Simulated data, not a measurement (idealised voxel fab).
Process module under the name voxel self aligned contacts
Square cells of 5 nm make up the cross-section cut, whose width is 300 nm.
Cross-section = grid of square cells, listed top down in bands; band = one or more rows. First you get the band's top height and its bottom height, in nm, and then the materials it's made of, left to right, with each width in nm. If you see a single material with "throughout", that one covers the band edge to edge. "empty" is empty space. Height is counted from the level 0, under which the received wafer is composed throughout of one material. The lowest of the bands is not closed at the bottom but continues downward, in the notation "from 0 down". Think of "30..40" as a width that walks from the first number to the second as you go down the band, top row to bottom row, taking equal-sized steps from row to row. "no change occurred", as given for a step, is the statement that not any cell of the cross-section underwent a change during that step. Closed empty spaces (no open way to the top) of 8 cells or more are what "Enclosed cavity list" lists, each as width x height at distance from the left edge, nm for all three. Step line, after settings: the simulator's comment on this step. overlay nm: mask offset rightward from planned place, masked step; negative means leftward offset.
THE PLANNED PROCESS STEPS ARE ENUMERATED HEREUNDER
1: RECEIVE [material Si]
2: CONFORMAL_DEP [material SiO2] [thk nm 5]
3: DIRECTIONAL_DEP [material polySi] [thk nm 20]
4: DIRECTIONAL_DEP [material SiN] [thk nm 25]
5: MASKED_ETCH [tone cover] [mask id GATE] [width nm 20] [pitch nm 75] [etch materials SiN] [depth nm 25] [overlay nm 0]
6: MASKED_ETCH [tone cover] [mask id GATE] [width nm 30] [pitch nm 75] [etch materials polySi] [depth nm 20] [overlay nm 0]
7: CONFORMAL_DEP [material SiN] [thk nm 10]
8: DIRECTIONAL_ETCH [etch materials SiN] [depth nm 10]
9: FILL_DEP [material SiO2] [thk nm 15]
10: CMP [height nm 60]
11: DIRECTIONAL_DEP [material aC] [thk nm 15]
12: PATTERN [tone open] [mask id CONTACT] [material resist] [width nm 55] [thk nm 30] [overlay nm 0]
13: DIRECTIONAL_ETCH [etch materials aC] [depth nm 15]
14: STRIP [etch materials resist]
15: DIRECTIONAL_ETCH [etch materials SiO2] [depth nm 60]
16: STRIP [etch materials aC]
17: CONFORMAL_DEP [material TiN] [thk nm 5]
18: FILL_DEP [material W] [thk nm 10]
19: CMP [height nm 60]
20: CONFORMAL_DEP [material SiN] [thk nm 5]
The plan's step 5 width nm is the first wafer's value; the wafers differ in this setting and start identical.
AS-RECEIVED CROSS-SECTION, FIRST OF SEVERAL WAFERS, POST STEP 1
from 0 down: Si throughout
Enclosed cavity list: none
THE FIGURE BELOW PRESENTS A CROSS-SECTION OF THE FIRST OF SEVERAL WAFERS AT THE CONCLUSION OF THE MODULE, FOLLOWING ITS LAST STEP, STEP 20
from 65 to 60: SiN throughout
from 60 to 50: 120 SiO2, 5..15 TiN, 45..25 W, 5..15 TiN, 125 SiO2
from 50 to 30: 90 SiO2, 40 SiN, 5 TiN, 25 W, 5 TiN, 40 SiN, 95 SiO2
from 30 to 25: 90 SiO2, 40 SiN, 10 TiN, 15 W, 10 TiN, 40 SiN, 95 SiO2
from 25 to 5: 85 SiO2, 10 SiN, 30 polySi, 10 SiN, 5 TiN, 15 W, 5 TiN, 10 SiN, 30 polySi, 10 SiN, 90 SiO2
from 5 to 0: 135 SiO2, 25 TiN, 140 SiO2
from 0 down: Si throughout
Enclosed cavity list: none
THE FINAL WAFER, SECTIONED AT MODULE END
from 65 to 60: SiN throughout
from 60 to 55: 120 SiO2, 5 TiN, 45 W, 5 TiN, 125 SiO2
from 55 to 50: 120 SiO2, 55 TiN, 125 SiO2
from 50 to 25: 80 SiO2, 65 SiN, 10 TiN, 65 SiN, 80 SiO2
from 25 to 5: 80 SiO2, 10 SiN, 45 polySi, 10 SiN, 10 TiN, 10 SiN, 45 polySi, 10 SiN, 80 SiO2
from 5 to 0: 145 SiO2, 10 TiN, 145 SiO2
from 0 down: Si throughout
Enclosed cavity list: none
TABLE: WAFERS, A ROW EACH; END-OF-MODULE CELL CHANGE PER MATERIAL SINCE RECEIPT, GAIN (+), LOSS (-); THEN CLOSED VOIDS
width nm 20, +172 SiN, +478 SiO2, +33 TiN, +49 W, +48 polySi, Enclosed cavity list: none
width nm 25, +182 SiN, +473 SiO2, +33 TiN, +44 W, +48 polySi, Enclosed cavity list: none
width nm 30, +192 SiN, +468 SiO2, +33 TiN, +39 W, +48 polySi, Enclosed cavity list: none
width nm 35, +202 SiN, +460 SiO2, +33 TiN, +29 W, +56 polySi, Enclosed cavity list: none
width nm 40, +212 SiN, +452 SiO2, +33 TiN, +19 W, +64 polySi, Enclosed cavity list: none
width nm 45, +222 SiN, +444 SiO2, +33 TiN, +9 W, +72 polySi, Enclosed cavity list: none
